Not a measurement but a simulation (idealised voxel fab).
The process module presented herein is designated voxel fin reveal.
cross-section cut | 170 nm wide | cells 5 nm
Format of a cross-section: grid, square cells. Given as bands. Order: top down. Band: one or more rows of cells.
Per band: top height and bottom height in nm, followed by the left-to-right materials and their widths in nm; "throughout" marks a single material spanning edge to edge, "air" marks empty space.
Basically, 0 is our baseline, since under it the wafer straight out of the box is all one material. The bottom band has no lower end and keeps on going down, so it looks like "from 0 down".
The two numbers in a width such as "30->40" mark its ends across the band: the first belongs to the top row of cells, the second to the bottom row, and from each row to the next the width moves by the same amount.
Reading "remained unchanged" for a step: not a cell of the cross-section changed in it.
Any empty space of 8 cells or more lacking an open way to the top shows up in "Unvented internal voids" as width x height at distance, distance from the left edge, in nm.
Note: text after step settings on the step line = simulator remark on that step.
The line of a step may include "overlay nm". On a step with a mask, this value is how far to the right of its planned place the mask lay. A negative value means the mask lay to the left.
[plan]
- 1: RECEIVE: material Si
- 2: CONFORMAL_DEP: material SiN, thk nm 5
- 3: MASKED_ETCH: tone cover, mask id FINS, width nm 15, pitch nm 35, etch materials SiN, depth nm 5, overlay nm 0
- 4: MASKED_ETCH: tone cover, mask id FINS, width nm 15, pitch nm 35, etch materials Si, depth nm 35, overlay nm 0
- 5: FILL_DEP: material SiO2, thk nm 10
- 6: CMP: height nm 5
- 7: SELECTIVE_ETCH: etch materials SiO2, depth nm 30
- 8: STRIP: etch materials SiN
- 9: CONFORMAL_DEP: material SiO2, thk nm 5
[On the first of the two wafers: run conducted according to plan]
[As-received wafer cross-section (after step 1)]
* from 0 down  Si throughout
* Unvented internal voids: none
[So this is the wafer cross-section right after step 2]
* from 5 to 0  SiN throughout
* Below 0, no change.
[So this is the wafer cross-section right after step 3]
* from 5 to 0  40 air  15 SiN  20 air  15 SiN  20 air  15 SiN  45 air
* Below 0, no change.
[So this is the wafer cross-section right after step 4]
* from 5 to 0  40 air  15 SiN  20 air  15 SiN  20 air  15 SiN  45 air
* from 0 to -35  40 air  15 Si  20 air  15 Si  20 air  15 Si  45 air
* Below -35, no change.
[So this is the wafer cross-section right after step 5]
* from 15 to 5  SiO2 throughout
* from 5 to 0  40 SiO2  15 SiN  20 SiO2  15 SiN  20 SiO2  15 SiN  45 SiO2
* from 0 to -35  40 SiO2  15 Si  20 SiO2  15 Si  20 SiO2  15 Si  45 SiO2
* Below -35, no change.
[So this is the wafer cross-section right after step 6]
* from 5 to 0  40 SiO2  15 SiN  20 SiO2  15 SiN  20 SiO2  15 SiN  45 SiO2
* Below 0, no change.
[So this is the wafer cross-section right after step 7]
* from 5 to 0  40 air  15 SiN  20 air  15 SiN  20 air  15 SiN  45 air
* from 0 to -25  40 air  15 Si  20 air  15 Si  20 air  15 Si  45 air
* Below -25, no change.
[So this is the wafer cross-section right after step 8]
* from 0 to -25  40 air  15 Si  20 air  15 Si  20 air  15 Si  45 air
* Below -25, no change.
[So this is the wafer cross-section right after step 9]
* from 5 to 0  35 air  25 SiO2  10 air  25 SiO2  10 air  25 SiO2  40 air
* from 0 to -20  35 air  5 SiO2  15 Si  5 SiO2  10 air  5 SiO2  15 Si  5 SiO2  10 air  5 SiO2  15 Si  5 SiO2  40 air
* from -20 to -35  40 SiO2  15 Si  20 SiO2  15 Si  20 SiO2  15 Si  45 SiO2
* Below -35, no change.
[The second wafer: identical to the first at the outset and in its planned sequence, differing only in that one mistake was made during processing; up to and including step 7, its path is the first wafer's path]
[Cross-section of the second wafer corresponding to the planned conclusion of step 8]
* from 0 to -25  40 air  15 Si  20 air  15 Si  20 air  15 Si  45 air
* Below -25, no change.
[Cross-section of the second wafer corresponding to the planned conclusion of step 9]
* from 5 to 0  35 air  25 SiO2  10 air  25 SiO2  10 air  25 SiO2  40 air
* from 0 to -20  35 air  5 SiO2  15 Si  5 SiO2  10 air  5 SiO2  15 Si  5 SiO2  10 air  5 SiO2  15 Si  5 SiO2  40 air
* from -20 to -35  40 SiO2  15 Si  20 SiO2  15 Si  20 SiO2  15 Si  45 SiO2
* Below -35, no change.
Deviation from plan: step 8 in the plan was executed twice
Final cross-sections of the two wafers are identical, so the mistake has no effect on what this model computes.
